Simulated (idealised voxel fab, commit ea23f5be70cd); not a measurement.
The name of this process module is voxel tone inversion.
cross-section cut | 280 nm wide | cells 5 nm
Just so we're on the same page, the cross-sections are grids of square cells, and they're listed out in bands top to bottom, each band one or more rows deep. For a band, the entry starts with two heights in nm, that of the top and then that of the bottom, and carries on with the band's materials in order from left to right, each alongside its width in nm; the word "full width" beside a single material means it fills the band edge to edge, and "blank" means empty space. Ref level 0: as-received wafer is one material below here. Bottom band extends down with no lower bound ("0 and below"). Read "30->40" as a graded width: first number on top, second number at the bottom, same change between each pair of neighbouring rows. A step reported as "identical to before" is a step in which no cell of the cross-section changed. Entry "Closed void roster". Content: empty spaces with no open connection to the top, size 8 cells or greater. Each: width x height at distance. Distance: from left edge. Unit: nm. What comes after the settings on a step's line is commentary from the simulator itself on that step. What "overlay nm" on a step's line means: if the step has a mask, that mask lay this far to the right of its planned place, or, when the value is negative, to the left.

[Below is the list of planned process steps]
1: RECEIVE, material Si
2: CONFORMAL_DEP, material SiCN, thk nm 10
3: DIRECTIONAL_DEP, material aC, thk nm 20
4: PATTERN, tone cover, mask id POSTS, material resist, width nm 15, pitch nm 30, thk nm 30, overlay nm 0
5: DIRECTIONAL_ETCH, etch materials aC, depth nm 20
6: STRIP, etch materials resist
7: FILL_DEP, material SiO2, thk nm 5
8: CMP, height nm 30
9: STRIP, etch materials aC

[Cross-section of the wafer at receipt, which is the condition after step 1]
	0 and below = Si full width
	Closed void roster: none

[Below is the wafer in cross-section after the module was completed. It began from the starting point shown above and followed the plan shown above, except that one mistake was made while running it]
	30 down to 10 = 100 nm blank / 15 nm SiO2 / 15 nm blank / 15 nm SiO2 / 15 nm blank / 15 nm SiO2 / 105 nm blank
	10 down to 0 = SiCN full width
	0 and below = Si full width
	Closed void roster: none
Against the plan, the run slipped here: not per plan at step 4, really ran PATTERN, tone open, mask id POSTS, material resist, width nm 15, pitch nm 30, thk nm 30, overlay nm 0
